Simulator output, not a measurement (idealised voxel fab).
You're looking at the process module voxel ribs on slabs.
In the cross-section labelled cut, the width is 180 nm and each square cell is 5 nm.
When this document writes out a cross-section, it uses a grid of square cells and lists it as bands, beginning at the top and moving down, with a band standing for one or more rows of cells.
Quick guide to a band line: top height, bottom height (nm) up front; then every material left to right with its width in nm. Only one material and it's marked "all across"? Then it fills the band edge to edge. And "blank" just means empty space.
The level at which height equals 0 is the one under which the wafer, as it arrives, is entirely one material. No lower edge exists for the bottom band, which continues downward and is notated as in "0 -> down".
Top row gets the first number, bottom row gets the second, and each row in between changes by the same step: that is how a band width like "30 to 40" works.
Key: "no change" - step with no changed cell in the cross-section.
The list in "Trapped void list" covers empty spaces of 8 cells or more that cannot reach the top through any open way, and it gives each as width x height at distance; the distance is from the left edge, and width, height and distance are in nm.
On each step's line, the part that comes after the settings is the simulator's own comment on the step.
overlay nm: right-of-plan distance of the mask on a masked step; negative values mean left-of-plan.

-- Here's what the planned process steps look like
1) RECEIVE,material Si
2) DIRECTIONAL_DEP,material SiO2,thk nm 30
3) DIRECTIONAL_DEP,material SiN,thk nm 20
4) DIRECTIONAL_DEP,material aC,thk nm 15
5) PATTERN,tone cover,mask id RIB,material resist,width nm 25,thk nm 30,overlay nm 0
6) DIRECTIONAL_ETCH,etch materials aC,depth nm 15
7) STRIP,etch materials resist
8) DIRECTIONAL_ETCH,etch materials SiN,depth nm 10
9) STRIP,etch materials aC
10) DIRECTIONAL_DEP,material aC,thk nm 15
11) PATTERN,tone cover,mask id SLAB,material resist,width nm 75,thk nm 30,overlay nm 0
12) DIRECTIONAL_ETCH,etch materials aC,depth nm 15
13) STRIP,etch materials resist
14) DIRECTIONAL_ETCH,etch materials SiN,depth nm 10
15) STRIP,etch materials aC
16) FILL_DEP,material SiO2,thk nm 25
17) CMP,height nm 65
18) DIRECTIONAL_DEP,material W,thk nm 5
19) PATTERN,tone cover,mask id HEATER,material resist,width nm 35,thk nm 15,overlay nm 0
20) DIRECTIONAL_ETCH,etch materials W,depth nm 5
21) STRIP,etch materials resist
22) CONFORMAL_DEP,material SiO2,thk nm 10

-- This is the cross-section of the wafer as we received it, i.e. after step 1
> 0 -> down | Si all across
> Trapped void list: none

-- Final cross-section, module run with one mistake (start and plan as above)
> 70 -> 65 | blank 70 nm; W 35 nm; blank 75 nm
> 65 -> 50 | SiO2 all across
> 50 -> 40 | SiO2 75 nm; SiN 25 nm; SiO2 80 nm
> 40 -> 30 | SiO2 50 nm; SiN 75 nm; SiO2 55 nm
> 30 -> 0 | SiO2 all across
> 0 -> down | Si all across
> Trapped void list: none
What broke from the plan during processing? the plan's step 22 went unexecuted, having been skipped
